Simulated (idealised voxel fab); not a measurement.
Proc. module: voxel spacer lines
This is section cut - it's 295 nm across, gridded in 5 nm square cells.
A cross-section is written here as square cells arranged in a grid, and it is given in bands from the top down, each band taking up one or more rows of cells. Per band: top height and bottom height in nm, followed by the left-to-right materials and their widths in nm; "everywhere" marks a single material spanning edge to edge, "blank" marks empty space. We count height from 0. Below that, the starting wafer is all one material. The lowest band never ends at the bottom but goes on down; see "0 -> down" for how that is written. Read "30->40" as a graded width: first number on top, second number at the bottom, same change between each pair of neighbouring rows. Reading "nothing changed" for a step: not a cell of the cross-section changed in it. You'll see "Encapsulated voids" listing empty spaces that have no way open to the top, as long as they're 8 cells or more; the notation is width x height at distance, where the distance is from the left edge, and all of it is in nm. On a step's line, text after the settings is the simulator commenting on that step. overlay nm, on a step with a mask: how far to the right of its planned place the mask lay; to the left if negative.

## Steps in the process plan
- 1: RECEIVE,material Si
- 2: CONFORMAL_DEP,material Al2O3,thk nm 5
- 3: DIRECTIONAL_DEP,material W,thk nm 15
- 4: DIRECTIONAL_DEP,material aC,thk nm 20
- 5: PATTERN,tone cover,mask id MANDREL,material resist,width nm 20,pitch nm 60,thk nm 25,overlay nm 0
- 6: DIRECTIONAL_ETCH,etch materials aC,depth nm 20
- 7: STRIP,etch materials resist
- 8: CONFORMAL_DEP,material SiN,thk nm 10
- 9: DIRECTIONAL_ETCH,etch materials SiN,depth nm 5
- 10: STRIP,etch materials aC
- 11: DIRECTIONAL_ETCH,etch materials W,depth nm 15
- 12: STRIP,etch materials SiN
- 13: FILL_DEP,material lowk,thk nm 5
- 14: CMP,height nm 20
Every wafer here starts from the same state; it is the step 9 depth nm that distinguishes them, and the value the plan gives belongs to the first wafer.

## Cut through the first of several wafers as received, post step 1
* 0 -> down = Si everywhere
* Encapsulated voids: none

## End of module: cross-section of the first of several wafers after step 14, the last step
* 20 -> 5 = W everywhere
* 5 -> 0 = Al2O3 everywhere
* 0 -> down = Si everywhere
* Encapsulated voids: none

## X-section, last wafer, module end
* 20 -> 5 = lowk 65 nm, W 10 nm, lowk 20 nm, W 10 nm, lowk 20 nm, W 10 nm, lowk 20 nm, W 10 nm, lowk 20 nm, W 10 nm, lowk 20 nm, W 10 nm, lowk 70 nm
* 5 -> 0 = Al2O3 everywhere
* 0 -> down = Si everywhere
* Encapsulated voids: none

## Per wafer, end of module: cells gained (+) or lost (-) per material since receipt, then closed voids
depth nm 5 | +59 Al2O3 | +177 W | Encapsulated voids: none
depth nm 10 | +59 Al2O3 | +36 W | +141 lowk | Encapsulated voids: none
depth nm 15 | +59 Al2O3 | +36 W | +141 lowk | Encapsulated voids: none
depth nm 20 | +59 Al2O3 | +36 W | +141 lowk | Encapsulated voids: none
depth nm 25 | +59 Al2O3 | +36 W | +141 lowk | Encapsulated voids: none
